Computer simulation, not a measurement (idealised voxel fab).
Proc. module: voxel self aligned contacts
The figure presents cross-section cut, which has a width of 280 nm and is divided into square cells with an edge length of 5 nm.
The cross-sections in this document take the form of a grid made of square cells. They are written out as bands, in order from top to bottom. Each band consists of one or more rows of cells. In this notation a band is specified by the heights of its top and bottom, in that order and in nm, after which its materials appear from left to right, each paired with its width in nm. The word "throughout" attached to a single material means that material fills the band from edge to edge; the word "blank" stands for empty space. Basically, 0 is our baseline, since under it the wafer straight out of the box is all one material. The bottom band has no lower end and keeps on going down, so it looks like "from 0 down". Quick explanation for "30..40": the width changes in equal steps down the rows of cells, from the first number in the band's top row to the second number in its bottom row. Basically "everything unchanged" means that step didn't change any cell in the cross-section. Enclosed voids (no open way to top), threshold 8 cells or more, entry "Encapsulated voids", notation width x height at distance, distance from left edge, nm. Heads up: the bit after the settings on a step's line is the simulator's remark on that step. For masked steps, "overlay nm" on the step line gives how far right of plan the mask actually lay; a minus sign means it lay to the left.
These are the steps we planned for the process:
1) RECEIVE,material Si
2) OXIDIZE,depth nm 5
3) DIRECTIONAL_DEP,material polySi,thk nm 25
4) DIRECTIONAL_DEP,material SiN,thk nm 20
5) MASKED_ETCH,tone cover,mask id GATE,width nm 30,pitch nm 65,etch materials SiN,depth nm 20,overlay nm 0
6) MASKED_ETCH,tone cover,mask id GATE,width nm 30,pitch nm 65,etch materials polySi,depth nm 25,overlay nm 0
7) CONFORMAL_DEP,material SiN,thk nm 10
8) DIRECTIONAL_ETCH,etch materials SiN,depth nm 10
9) FILL_DEP,material SiO2,thk nm 10
10) CMP,height nm 50
11) PATTERN,tone open,mask id CONTACT,material resist,width nm 45,pitch nm 65,thk nm 15,overlay nm 0
12) DIRECTIONAL_ETCH,etch materials SiO2,depth nm 55
13) STRIP,etch materials resist
14) CONFORMAL_DEP,material TiN,thk nm 5
15) FILL_DEP,material W,thk nm 5
16) CMP,height nm 50
17) CONFORMAL_DEP,material SiCN,thk nm 5
As-received state of the wafer in cross-section, equivalent to post-step 1:
from 0 down | Si throughout
Encapsulated voids: none
Module complete - cross-section of the first of two wafers, run according to plan:
from 55 to 50 | SiCN throughout
from 50 to 45 | 85 of SiO2, 20 of TiN, 5 of W, 20 of TiN, 20 of SiO2, 20 of TiN, 5 of W, 20 of TiN, 85 of SiO2
from 45 to 25 | 50 of SiO2, 50 of SiN, 5 of TiN, 5 of W, 5 of TiN, 50 of SiN, 5 of TiN, 5 of W, 5 of TiN, 50 of SiN, 50 of SiO2
from 25 to 0 | 50 of SiO2, 10 of SiN, 30 of polySi, 10 of SiN, 5 of TiN, 5 of W, 5 of TiN, 10 of SiN, 30 of polySi, 10 of SiN, 5 of TiN, 5 of W, 5 of TiN, 10 of SiN, 30 of polySi, 10 of SiN, 50 of SiO2
from 0 to -5 | 100 of SiO2, 15 of TiN, 50 of SiO2, 15 of TiN, 100 of SiO2
from -5 down | Si throughout
Encapsulated voids: none
Wafer two (of two), end-of-module cross-section: start = wafer one, plan = wafer one, one run mistake:
from 55 to 50 | SiCN throughout
from 50 to 45 | 85 of SiO2, 45 of TiN, 20 of SiO2, 45 of TiN, 85 of SiO2
from 45 to 25 | 70 of SiN, 10 of SiO2, 55 of SiN, 10 of SiO2, 55 of SiN, 10 of SiO2, 70 of SiN
from 25 to 0 | polySi throughout
from 0 to -5 | SiO2 throughout
from -5 down | Si throughout
Encapsulated voids: none
Finding, execution versus plan: step 5 was processed under conditions differing from the plan, specifically as MASKED_ETCH,tone open,mask id GATE,width nm 30,pitch nm 65,etch materials SiN,depth nm 20,overlay nm 0
Per the end-of-run cell counts, the second wafer holds more or fewer of some materials than the first: SiN +20; SiO2 -150; TiN -40; W -20; polySi +190
